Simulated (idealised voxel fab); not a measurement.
The process module presented herein is designated voxel capacitor over wiring.
Each square cell in cross-section cut measures 5 nm, and the section as a whole is 175 nm wide.
Each cross-section below is a grid of square cells, stated as bands in top-down order, with one or more rows of cells making up each band. Band entry format. Leading values: height of top, height of bottom, nm. Remainder: materials in left-to-right order, each with its width in nm. Special words: "full width" on a single material, which then fills the band edge to edge; "blank", empty space. We count height from 0. Below that, the starting wafer is all one material. The lowest band never ends at the bottom but goes on down; see "top 0, no bottom" for how that is written. A width such as "30->40" changes by the same amount from each row of cells to the next, from the band's top row to its bottom row. "identical to before" for a step: no cell of the cross-section changed in that step. Any empty space of 8 cells or more lacking an open way to the top shows up in "Enclosed internal cavities" as width x height at distance, distance from the left edge, in nm. It should be noted that, on the line of a given step, the content following the step's settings is a remark produced by the simulator itself with respect to that step. overlay nm: where the mask lay relative to plan, measured to the right, on steps with a mask; negatives go left.
### The steps planned for the process are as follows
1) RECEIVE, material Si
2) CONFORMAL_DEP, material SiO2, thk nm 15
3) DIRECTIONAL_DEP, material TiN, thk nm 5
4) DIRECTIONAL_DEP, material Ru, thk nm 20
5) PATTERN, tone cover, mask id METAL_1, material resist, width nm 20, pitch nm 70, thk nm 15, overlay nm 0
6) DIRECTIONAL_ETCH, etch materials Ru, depth nm 20
7) DIRECTIONAL_ETCH, etch materials TiN, depth nm 5
8) STRIP, etch materials resist
9) FILL_DEP, material lowk, thk nm 10
10) CMP, height nm 40
11) CONFORMAL_DEP, material SiCN, thk nm 5
12) DIRECTIONAL_DEP, material SiO2, thk nm 20
13) PATTERN, tone open, mask id PLUG_1, material resist, width nm 15, thk nm 20, overlay nm 0
14) DIRECTIONAL_ETCH, etch materials SiO2, depth nm 20
15) DIRECTIONAL_ETCH, etch materials SiCN, depth nm 5
16) STRIP, etch materials resist
17) CONFORMAL_DEP, material TiN, thk nm 5
18) FILL_DEP, material Ru, thk nm 10
19) CMP, height nm 65
20) DIRECTIONAL_DEP, material TiN, thk nm 5
21) DIRECTIONAL_DEP, material SiN, thk nm 5
22) DIRECTIONAL_DEP, material TiN, thk nm 5
23) PATTERN, tone cover, mask id UPPER_PLATE, material resist, width nm 55, thk nm 20, overlay nm 0
24) DIRECTIONAL_ETCH, etch materials TiN, depth nm 5
25) DIRECTIONAL_ETCH, etch materials SiN, depth nm 5
26) STRIP, etch materials resist
27) MASKED_ETCH, tone cover, mask id LOWER_PLATE, width nm 55, etch materials TiN, depth nm 5, overlay nm 0
28) FILL_DEP, material SiO2, thk nm 15
29) CMP, height nm 90
30) DIRECTIONAL_DEP, material aC, thk nm 10
31) PATTERN, tone open, mask id PLUG_2, material resist, width nm 15, thk nm 25, overlay nm 0
32) DIRECTIONAL_ETCH, etch materials aC, depth nm 10
33) STRIP, etch materials resist
34) DIRECTIONAL_ETCH, etch materials SiO2, depth nm 10
35) STRIP, etch materials aC
36) CONFORMAL_DEP, material TiN, thk nm 5
37) FILL_DEP, material W, thk nm 5
38) CMP, height nm 90
39) CONFORMAL_DEP, material SiCN, thk nm 5
Heads up: all these wafers start the same, and what changes between them is the width nm in step 27. The value you see in the plan is just what the first wafer got.
### The as-received cross-section of the first of several wafers corresponds to the state after step 1
top 0, no bottom | Si full width
Enclosed internal cavities: none
### After the module's final step, step 39: the first of several wafers in cross-section
top 95, bottom 90 | SiCN full width
top 90, bottom 85 | 55 SiO2; 5 TiN; 5 W; 5 TiN; 105 SiO2
top 85, bottom 75 | 55->45 SiO2; 15->55 TiN; 105->75 SiO2
top 75, bottom 70 | 45 SiO2; 55 SiN; 75 SiO2
top 70, bottom 65 | 45 SiO2; 55 TiN; 75 SiO2
top 65, bottom 45 | 45 SiO2; 5 TiN; 5 Ru; 5 TiN; 115 SiO2
top 45, bottom 40 | 45 SiCN; 15 TiN; 115 SiCN
top 40, bottom 20 | 40 lowk; 20 Ru; 50 lowk; 20 Ru; 45 lowk
top 20, bottom 15 | 40 lowk; 20 TiN; 50 lowk; 20 TiN; 45 lowk
top 15, bottom 0 | SiO2 full width
top 0, no bottom | Si full width
Enclosed internal cavities: none
### End of module: cross-section, last of several wafers
top 95, bottom 90 | SiCN full width
top 90, bottom 85 | 55 SiO2; 5 TiN; 5 W; 5 TiN; 105 SiO2
top 85, bottom 75 | 55->45 SiO2; 15->55 TiN; 105->75 SiO2
top 75, bottom 70 | 45 SiO2; 55 SiN; 75 SiO2
top 70, bottom 65 | 35 SiO2; 80 TiN; 60 SiO2
top 65, bottom 45 | 45 SiO2; 5 TiN; 5 Ru; 5 TiN; 115 SiO2
top 45, bottom 40 | 45 SiCN; 15 TiN; 115 SiCN
top 40, bottom 20 | 40 lowk; 20 Ru; 50 lowk; 20 Ru; 45 lowk
top 20, bottom 15 | 40 lowk; 20 TiN; 50 lowk; 20 TiN; 45 lowk
top 15, bottom 0 | SiO2 full width
top 0, no bottom | Si full width
Enclosed internal cavities: none
### Note: the following table is arranged by wafer, a row apiece. Each row reports the end-of-module state: per material, cells gained (+) or cells lost (-) compared with the wafer as received; closed voids follow
width nm 55, +36 Ru, +67 SiCN, +11 SiN, +369 SiO2, +46 TiN, +1 W, +135 lowk, Enclosed internal cavities: none
width nm 60, +36 Ru, +67 SiCN, +11 SiN, +368 SiO2, +47 TiN, +1 W, +135 lowk, Enclosed internal cavities: none
width nm 65, +36 Ru, +67 SiCN, +11 SiN, +367 SiO2, +48 TiN, +1 W, +135 lowk, Enclosed internal cavities: none
width nm 70, +36 Ru, +67 SiCN, +11 SiN, +366 SiO2, +49 TiN, +1 W, +135 lowk, Enclosed internal cavities: none
width nm 75, +36 Ru, +67 SiCN, +11 SiN, +365 SiO2, +50 TiN, +1 W, +135 lowk, Enclosed internal cavities: none
width nm 80, +36 Ru, +67 SiCN, +11 SiN, +364 SiO2, +51 TiN, +1 W, +135 lowk, Enclosed internal cavities: none
